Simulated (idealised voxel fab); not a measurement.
process module | voxel double patterning
cross-section cut | 175 nm wide | cells 5 nm
A cross-section is a grid of square cells, given in bands from the top down. A band is one or more rows of cells.
Each band's line starts with the height of the band's top and of its bottom, in nm. Then come its materials from left to right, each with its width in nm. One material with "throughout" fills the band from edge to edge. "air" is empty space.
Height 0 is the level under which the wafer as received is all one material. The lowest band goes on downwards, as in "0 down".
A width such as "30 to 40" changes by the same amount from each row of cells to the next, from the band's top row to its bottom row.
"no change" after a step means that no cell of the cross-section changed.
closed voids: empty space of 8 cells or more with no open way to the top, each as width x height at its distance from the left edge, in nm
after a step's settings: what the simulator itself notes on the step
overlay nm, on a step with a mask: how far to the right of its planned place the mask lay; to the left if negative
plan
1 op RECEIVE | material Si
2 op CONFORMAL_DEP | material SiO2 | thk nm 5
3 op DIRECTIONAL_DEP | material W | thk nm 10
4 op DIRECTIONAL_DEP | material SiCN | thk nm 10
5 op DIRECTIONAL_DEP | material aC | thk nm 10
6 op PATTERN | tone open | mask id FIRST | material resist | width nm 15 | pitch nm 50 | thk nm 30 | overlay nm 0
7 op DIRECTIONAL_ETCH | etch materials aC | depth nm 10
8 op STRIP | etch materials resist
9 op DIRECTIONAL_ETCH | etch materials SiCN | depth nm 10
10 op STRIP | etch materials aC
11 op PATTERN | tone open | mask id SECOND | material resist | width nm 15 | thk nm 20 | overlay nm 0
12 op DIRECTIONAL_ETCH | etch materials SiCN | depth nm 10
13 op STRIP | etch materials resist
14 op DIRECTIONAL_ETCH | etch materials W | depth nm 10
15 op STRIP | etch materials SiCN
varied across the wafers: width nm of step 6. The plan shows the first wafer's value. All wafers start alike
first wafer as received, after step 1
  0 down: Si throughout
  closed voids: none
first wafer at the end, after step 15
  15 to 5: W 55 | air 15 | W 10 | air 15 | W 10 | air 15 | W 55
  5 to 0: SiO2 throughout
  0 down: Si throughout
  closed voids: none
last wafer at the end
  15 to 5: W 50 | air 45 | W 5 | air 30 | W 45
  5 to 0: SiO2 throughout
  0 down: Si throughout
  closed voids: none
each wafer at the end: cells of each material gained (+) or lost (-) since it was received, then its closed voids
width nm 15 | +35 SiO2 | +52 W | closed voids: none
width nm 20 | +35 SiO2 | +48 W | closed voids: none
width nm 25 | +35 SiO2 | +44 W | closed voids: none
width nm 30 | +35 SiO2 | +40 W | closed voids: none
